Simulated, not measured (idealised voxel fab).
voxel tone inversion: a process module
Xsec cut, 245 nm wide, square cell size 5 nm.
Cross-section = grid of square cells, listed top down in bands; band = one or more rows. The band entry comprises the height of the band's top followed by the height of its bottom, expressed in nm, and subsequently the band's materials from left to right, each stated together with its width in nm. Where a single material is marked with the word "throughout", that material fills the band from edge to edge. The word "air" represents empty space. Counting heights begins at 0, where everything beneath is, in the wafer as received, one material. The lowest band has no bottom; it goes on downwards, as "from 0 down" shows. The two numbers in a width such as "30 to 40" mark its ends across the band: the first belongs to the top row of cells, the second to the bottom row, and from each row to the next the width moves by the same amount. Step marked "left unchanged"? Then no cell in the cross-section changed in it. In the "Catalogued sealed voids" entry, you get each enclosed empty space of 8 cells or more, one with no open way to the top, written width x height at distance, distance from the left edge, in nm. Heads up: the bit after the settings on a step's line is the simulator's remark on that step. The line of a step may include "overlay nm". On a step with a mask, this value is how far to the right of its planned place the mask lay. A negative value means the mask lay to the left.
# So here's the lineup of process steps we planned
1) RECEIVE (material Si)
2) CONFORMAL_DEP (material SiN; thk nm 10)
3) DIRECTIONAL_DEP (material polySi; thk nm 15)
4) PATTERN (tone cover; mask id POSTS; material resist; width nm 20; pitch nm 45; thk nm 20; overlay nm 0)
5) DIRECTIONAL_ETCH (etch materials polySi; depth nm 15)
6) STRIP (etch materials resist)
7) FILL_DEP (material SiO2; thk nm 10)
8) CMP (height nm 25)
9) STRIP (etch materials polySi)
10) CONFORMAL_DEP (material TiN; thk nm 5)
11) FILL_DEP (material Cu; thk nm 5)
12) CMP (height nm 25)
13) CONFORMAL_DEP (material SiCN; thk nm 5)
# Cross-section: wafer on arrival = after step 1
	from 0 down  Si throughout
	Catalogued sealed voids: none
# The cross-section shown corresponds to the wafer at the conclusion of the module. The initial structure and the process plan are those presented above; however, one mistake occurred in executing the plan
	from 30 to 25  SiN throughout
	from 25 to 15  SiO2 (65) | TiN (5) | Cu (10) | TiN (5) | SiO2 (25) | TiN (5) | Cu (10) | TiN (5) | SiO2 (25) | TiN (5) | Cu (10) | TiN (5) | SiO2 (70)
	from 15 to 10  SiO2 (65) | TiN (20) | SiO2 (25) | TiN (20) | SiO2 (25) | TiN (20) | SiO2 (70)
	from 10 to 0  SiN throughout
	from 0 down  Si throughout
	Catalogued sealed voids: none
What was the processing mistake? step 13 was run on a setting that differed from the plan, and what really ran there is CONFORMAL_DEP (material SiN; thk nm 5)
